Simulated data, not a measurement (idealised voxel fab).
Process module heading - voxel fin reveal
Square cell edge 5 nm, section width 250 nm, ID cut.
This document writes a cross-section as a grid whose cells are square, and gives it as bands, listed from the top down; one or more rows of cells form a band. Band: top and bottom heights (nm) first, top before bottom; then materials from left to right, widths in nm. "edge to edge" marks a sole material filling the band edge to edge. "air" denotes empty space. Heights are expressed relative to 0, this being the level below which the as-received wafer comprises one material exclusively. The lowest band is unbounded in the downward direction and is denoted as in "z 0 and below". So if you see something like "30 to 40" for the width, read it as the top row of the band sitting at the first number and the bottom row at the second, with every row in between moving by the same amount as the last. "no change occurred" after a step means that no cell of the cross-section changed. Empty spaces without an open route to the top, at least 8 cells in extent, make up the entry "Sealed-off cavities"; each is given as width x height at distance, where the distance is measured from the left edge, and all are in nm. Text after the settings on a step's line: the simulator's own remark on that step. overlay nm: for a step with a mask, the amount by which the mask lay right of where it was planned; a negative amount means left of it.
# Steps in the process plan
- 1: RECEIVE [material Si]
- 2: CONFORMAL_DEP [material SiN] [thk nm 10]
- 3: DIRECTIONAL_DEP [material aC] [thk nm 15]
- 4: PATTERN [tone cover] [mask id FINS] [material resist] [width nm 15] [pitch nm 40] [thk nm 35] [overlay nm 0]
- 5: DIRECTIONAL_ETCH [etch materials aC] [depth nm 15]
- 6: STRIP [etch materials resist]
- 7: DIRECTIONAL_ETCH [etch materials SiN] [depth nm 10]
- 8: DIRECTIONAL_ETCH [etch materials Si] [depth nm 30]
- 9: STRIP [etch materials aC]
- 10: OXIDIZE [depth nm 5]
- 11: FILL_DEP [material SiO2] [thk nm 5]
- 12: CMP [height nm 10]
- 13: SELECTIVE_ETCH [etch materials SiO2] [depth nm 30]
- 14: STRIP [etch materials SiN]
- 15: CONFORMAL_DEP [material SiO2] [thk nm 5]
# Wafer at receipt (post step 1), cross-section
  z 0 and below: Si edge to edge
  Sealed-off cavities: none
# first wafer at the end, as planned
  z 5 to 0: air 75, then SiO2 15, then air 25, then SiO2 15, then air 25, then SiO2 15, then air 80
  z 0 to -15: air 75, then SiO2 5, then Si 5, then SiO2 5, then air 25, then SiO2 5, then Si 5, then SiO2 5, then air 25, then SiO2 5, then Si 5, then SiO2 5, then air 80
  z -15 to -35: SiO2 80, then Si 5, then SiO2 35, then Si 5, then SiO2 35, then Si 5, then SiO2 85
  z -35 and below: Si edge to edge
  Sealed-off cavities: none
# Module end: cross-section of wafer two of two. Same start and process plan as the first wafer. One mistake during execution
  z 5 to 0: air 75, then SiO2 15, then air 25, then SiO2 15, then air 25, then SiO2 15, then air 80
  z 0 to -5: air 75, then SiO2 5, then Si 5, then SiO2 5, then air 25, then SiO2 5, then Si 5, then SiO2 5, then air 25, then SiO2 5, then Si 5, then SiO2 5, then air 80
  z -5 to -35: SiO2 80, then Si 5, then SiO2 35, then Si 5, then SiO2 35, then Si 5, then SiO2 85
  z -35 and below: Si edge to edge
  Sealed-off cavities: none
Diagnosis: step 13 went in with a setting other than planned; the actual run was SELECTIVE_ETCH [etch materials SiO2] [depth nm 20]
Counted in cells at the end, the second wafer holds more or fewer of these materials than the first: SiO2 +82
